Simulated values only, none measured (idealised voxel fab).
process module | voxel transistor to metal
cross-section cut | 205 nm wide | cells 5 nm
A cross-section is a grid of square cells, given in bands from the top down. A band is one or more rows of cells.
Each band's line starts with the height of the band's top and of its bottom, in nm. Then come its materials from left to right, each with its width in nm. One material with "throughout" fills the band from edge to edge. "air" is empty space.
Height 0 is the level under which the wafer as received is all one material. The lowest band goes on downwards, as in "0 down".
A width such as "30 to 40" changes by the same amount from each row of cells to the next, from the band's top row to its bottom row.
"no change" after a step means that no cell of the cross-section changed.
closed voids: empty space of 8 cells or more with no open way to the top, each as width x height at its distance from the left edge, in nm
after a step's settings: what the simulator itself notes on the step
overlay nm, on a step with a mask: how far to the right of its planned place the mask lay; to the left if negative
plan
1 op RECEIVE | material Si
2 op OXIDIZE | depth nm 5
3 op CONFORMAL_DEP | material SiN | thk nm 15
4 op PATTERN | tone cover | mask id ACTIVE | material resist | width nm 100 | thk nm 15 | overlay nm 0
5 op DIRECTIONAL_ETCH | etch materials SiN | depth nm 15
6 op DIRECTIONAL_ETCH | etch materials SiO2 | depth nm 5
7 op DIRECTIONAL_ETCH | etch materials Si | depth nm 30
8 op STRIP | etch materials resist
9 op OXIDIZE | depth nm 5
10 op FILL_DEP | material SiO2 | thk nm 10
11 op CMP | height nm 15
12 op SELECTIVE_ETCH | etch materials SiO2 | depth nm 5
13 op STRIP | etch materials SiN
14 op SELECTIVE_ETCH | etch materials SiO2 | depth nm 5
15 op OXIDIZE | depth nm 5
16 op DIRECTIONAL_DEP | material polySi | thk nm 30
17 op DIRECTIONAL_DEP | material SiCN | thk nm 15
18 op MASKED_ETCH | tone cover | mask id GATE | width nm 20 | etch materials SiCN | depth nm 25 | overlay nm 0
19 op MASKED_ETCH | tone cover | mask id GATE | width nm 20 | etch materials polySi | depth nm 40 | overlay nm 0
20 op CONFORMAL_DEP | material SiN | thk nm 10
21 op DIRECTIONAL_ETCH | etch materials SiN | depth nm 10
22 op DIRECTIONAL_ETCH | etch materials SiO2 | depth nm 5
23 op DIRECTIONAL_ETCH | etch materials Si | depth nm 10
24 op EPI | material SiGe | thk nm 15
25 op FILL_DEP | material SiO2 | thk nm 10
26 op CMP | height nm 40
27 op DIRECTIONAL_DEP | material SiO2 | thk nm 10
28 op PATTERN | tone open | mask id CONTACT | material resist | width nm 20 | pitch nm 70 | thk nm 15 | overlay nm 0
29 op DIRECTIONAL_ETCH | etch materials SiO2 | depth nm 55
30 op STRIP | etch materials resist
31 op CONFORMAL_DEP | material TiN | thk nm 5
32 op FILL_DEP | material W | thk nm 10
33 op CMP | height nm 50
34 op DIRECTIONAL_DEP | material TiN | thk nm 5
35 op DIRECTIONAL_DEP | material Ru | thk nm 25
36 op MASKED_ETCH | tone cover | mask id METAL_1 | width nm 20 | pitch nm 70 | etch materials Ru | depth nm 25 | overlay nm 0
37 op MASKED_ETCH | tone cover | mask id METAL_1 | width nm 20 | pitch nm 70 | etch materials TiN | depth nm 5 | overlay nm 0
38 op FILL_DEP | material SiO2 | thk nm 5
39 op CMP | height nm 80
40 op CONFORMAL_DEP | material SiN | thk nm 5
as received, after step 1
  0 down: Si throughout
  closed voids: none
a wafer at the end: this start, this plan, one mistake
  85 to 80: SiN throughout
  80 to 55: SiO2 55 | Ru 20 | SiO2 50 | Ru 20 | SiO2 60
  55 to 50: SiO2 55 | TiN 20 | SiO2 50 | TiN 20 | SiO2 60
  50 to 40: SiO2 55 | polySi 5 | W 10 | polySi 5 | SiO2 50 | polySi 5 | W 10 | polySi 5 | SiO2 60
  40 to 25: SiO2 55 | polySi 5 | W 10 | polySi 5 | SiO2 5 | SiN 10 | SiCN 20 | SiN 10 | SiO2 5 | polySi 5 | W 10 | polySi 5 | SiO2 60
  25 to 10: SiO2 55 | polySi 5 | W 10 | polySi 5 | SiO2 5 | SiN 10 | polySi 20 | SiN 10 | SiO2 5 | polySi 5 | W 10 | polySi 5 | SiO2 60
  10 to 5: SiO2 55 | polySi 20 | SiO2 5 | SiN 10 | polySi 20 | SiN 10 | SiO2 5 | polySi 20 | SiO2 60
  5 to -5: SiO2 45 | SiN 10 | polySi 10 | SiGe 15 | SiN 10 | polySi 20 | SiN 10 | SiGe 15 | polySi 10 | SiN 10 | SiO2 50
  -5 to -10: SiO2 55 | SiGe 25 | SiO2 40 | SiGe 25 | SiO2 60
  -10 to -20: SiO2 55 | SiGe 25 | Si 40 | SiGe 25 | SiO2 60
  -20 to -40: SiO2 55 | Si 90 | SiO2 60
  -40 down: Si throughout
  closed voids: none
what went wrong: step 31 ran as: op CONFORMAL_DEP | material polySi | thk nm 5
